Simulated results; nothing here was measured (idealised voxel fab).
Proc. module: voxel released beams
Pictured: cross-section cut, 220 nm wide, on a grid of 5 nm square cells.
Cross-section spec: square-cell grid; bands listed top down; each band is one or more rows.
Top, bottom (nm), then materials left to right with widths (nm); lone material tagged "full width" fills the whole band edge to edge; "empty" = empty space.
Heads up on the height convention: 0 is the point under which the incoming wafer is all one material, and the lowest band has no bottom, it just keeps going down, like "0 nm and below".
A width such as "30..40" changes by the same amount from each row of cells to the next, from the band's top row to its bottom row.
When a step is marked "no alterations made", none of the cells in the cross-section changed during that step.
"Closed internal cavities" - sealed voids, min. 8 cells, no opening to top; format: width x height at distance (distance from left edge; nm throughout).
Formally, on a step line, whatever follows the settings is a remark that the simulator itself makes on the step.
"overlay nm" on a masked step: distance the mask lay right of its planned place, negative for left.

### The steps planned for the process are as follows
1. RECEIVE, material Si
2. CONFORMAL_DEP, material SiN, thk nm 5
3. DIRECTIONAL_DEP, material SiO2, thk nm 10
4. MASKED_ETCH, tone open, mask id ANCHOR, width nm 35, etch materials SiO2, depth nm 10, overlay nm 0
5. CONFORMAL_DEP, material TiN, thk nm 15
6. DIRECTIONAL_DEP, material aC, thk nm 10
7. PATTERN, tone cover, mask id BEAM, material resist, width nm 90, thk nm 30, overlay nm 0
8. DIRECTIONAL_ETCH, etch materials aC, depth nm 10
9. STRIP, etch materials resist
10. DIRECTIONAL_ETCH, etch materials TiN, depth nm 15
11. STRIP, etch materials aC
12. STRIP, etch materials SiO2

### as received, after step 1
    0 nm and below  Si full width
    Closed internal cavities: none

### Wafer at module end, in section. Began as above, planned as above, run with one mistake
    25 nm to 20 nm  empty 60 nm / TiN 20 nm / empty 5 nm / TiN 65 nm / empty 70 nm
    20 nm to 10 nm  empty 60 nm / TiN 90 nm / empty 70 nm
    10 nm to 5 nm  empty 65 nm / TiN 35 nm / empty 120 nm
    5 nm to 0 nm  SiN full width
    0 nm and below  Si full width
    Closed internal cavities: none
Finding, execution versus plan: note that step 3 departed from the planned setting and was carried out as DIRECTIONAL_DEP, material SiO2, thk nm 5
